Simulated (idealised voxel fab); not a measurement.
process module | voxel capacitor over wiring
cross-section cut | 175 nm wide | cells 5 nm
A cross-section is a grid of square cells, given in bands from the top down. A band is one or more rows of cells.
Each band's line starts with the height of the band's top and of its bottom, in nm. Then come its materials from left to right, each with its width in nm. One material with "throughout" fills the band from edge to edge. "air" is empty space.
Height 0 is the level under which the wafer as received is all one material. The lowest band goes on downwards, as in "0 down".
A width such as "30 to 40" changes by the same amount from each row of cells to the next, from the band's top row to its bottom row.
"no change" after a step means that no cell of the cross-section changed.
closed voids: empty space of 8 cells or more with no open way to the top, each as width x height at its distance from the left edge, in nm
after a step's settings: what the simulator itself notes on the step
overlay nm, on a step with a mask: how far to the right of its planned place the mask lay; to the left if negative
plan
1 op RECEIVE | material Si
2 op CONFORMAL_DEP | material SiO2 | thk nm 10
3 op DIRECTIONAL_DEP | material TiN | thk nm 5
4 op DIRECTIONAL_DEP | material W | thk nm 15
5 op PATTERN | tone cover | mask id METAL_1 | material resist | width nm 25 | pitch nm 75 | thk nm 20 | overlay nm 0
6 op DIRECTIONAL_ETCH | etch materials W | depth nm 15
7 op DIRECTIONAL_ETCH | etch materials TiN | depth nm 5
8 op STRIP | etch materials resist
9 op CONFORMAL_DEP | material SiCN | thk nm 5
10 op FILL_DEP | material lowk | thk nm 5
11 op CMP | height nm 30
12 op CONFORMAL_DEP | material SiCN | thk nm 5
13 op DIRECTIONAL_DEP | material lowk | thk nm 10
14 op DIRECTIONAL_DEP | material aC | thk nm 15
15 op PATTERN | tone open | mask id PLUG_1 | material resist | width nm 15 | thk nm 35 | overlay nm 0
16 op DIRECTIONAL_ETCH | etch materials aC | depth nm 15
17 op STRIP | etch materials resist
18 op DIRECTIONAL_ETCH | etch materials lowk | depth nm 10
19 op DIRECTIONAL_ETCH | etch materials SiCN | depth nm 5
20 op STRIP | etch materials aC
21 op EPI | material Ru | thk nm 10
22 op EPI | material Ru | thk nm 5
23 op DIRECTIONAL_DEP | material TiN | thk nm 5
24 op DIRECTIONAL_DEP | material Al2O3 | thk nm 5
25 op DIRECTIONAL_DEP | material TiN | thk nm 5
26 op MASKED_ETCH | tone cover | mask id UPPER_PLATE | width nm 55 | etch materials TiN | depth nm 5 | overlay nm 0
27 op MASKED_ETCH | tone cover | mask id UPPER_PLATE | width nm 55 | etch materials Al2O3 | depth nm 5 | overlay nm 0
28 op PATTERN | tone cover | mask id LOWER_PLATE | material resist | width nm 65 | thk nm 20 | overlay nm 0
29 op DIRECTIONAL_ETCH | etch materials TiN | depth nm 5
30 op STRIP | etch materials resist
31 op FILL_DEP | material SiO2 | thk nm 20
32 op CMP | height nm 75
33 op PATTERN | tone open | mask id PLUG_2 | material resist | width nm 15 | thk nm 20 | overlay nm 0
34 op DIRECTIONAL_ETCH | etch materials SiO2 | depth nm 15
35 op STRIP | etch materials resist
36 op CONFORMAL_DEP | material TiN | thk nm 5
37 op FILL_DEP | material W | thk nm 5
38 op CMP | height nm 75
39 op CONFORMAL_DEP | material SiCN | thk nm 5
as received, after step 1
  0 down: Si throughout
  closed voids: none
first wafer at the end, as planned
  80 to 75: SiCN throughout
  75 to 65: SiO2 55 | TiN 5 | W 5 | TiN 5 | SiO2 105
  65 to 55: SiO2 55 to 45 | TiN 15 to 55 | SiO2 105 to 75
  55 to 50: SiO2 45 | Al2O3 55 | SiO2 75
  50 to 45: SiO2 40 | TiN 65 | SiO2 70
  45 to 35: lowk 45 | Ru 15 | lowk 115
  35 to 30: SiCN 45 | Ru 15 | SiCN 115
  30 to 15: lowk 30 | SiCN 5 | W 25 | SiCN 5 | lowk 40 | SiCN 5 | W 25 | SiCN 5 | lowk 35
  15 to 10: SiCN 35 | TiN 25 | SiCN 50 | TiN 25 | SiCN 40
  10 to 0: SiO2 throughout
  0 down: Si throughout
  closed voids: none
second wafer at the end: like start, like plan, one mistake
  80 to 75: SiCN throughout
  75 to 65: SiO2 55 to 45 | TiN 15 to 25 | SiO2 105
  65 to 60: SiO2 45 | Al2O3 25 | SiO2 105
  60 to 55: SiO2 40 | TiN 60 | SiO2 75
  55 to 50: SiO2 35 | Ru 35 | Al2O3 30 | SiO2 75
  50 to 45: SiO2 35 | Ru 35 | TiN 35 | SiO2 70
  45 to 35: lowk 45 | Ru 15 | lowk 115
  35 to 30: SiCN 45 | Ru 15 | SiCN 115
  30 to 15: lowk 30 | SiCN 5 | W 25 | SiCN 5 | lowk 40 | SiCN 5 | W 25 | SiCN 5 | lowk 35
  15 to 10: SiCN 35 | TiN 25 | SiCN 50 | TiN 25 | SiCN 40
  10 to 0: SiO2 throughout
  0 down: Si throughout
  closed voids: none
what went wrong: step 21 was run twice
at the end the second wafer has, in cells: 14 more of Ru | 8 fewer of SiO2 | 4 fewer of TiN | 2 fewer of W
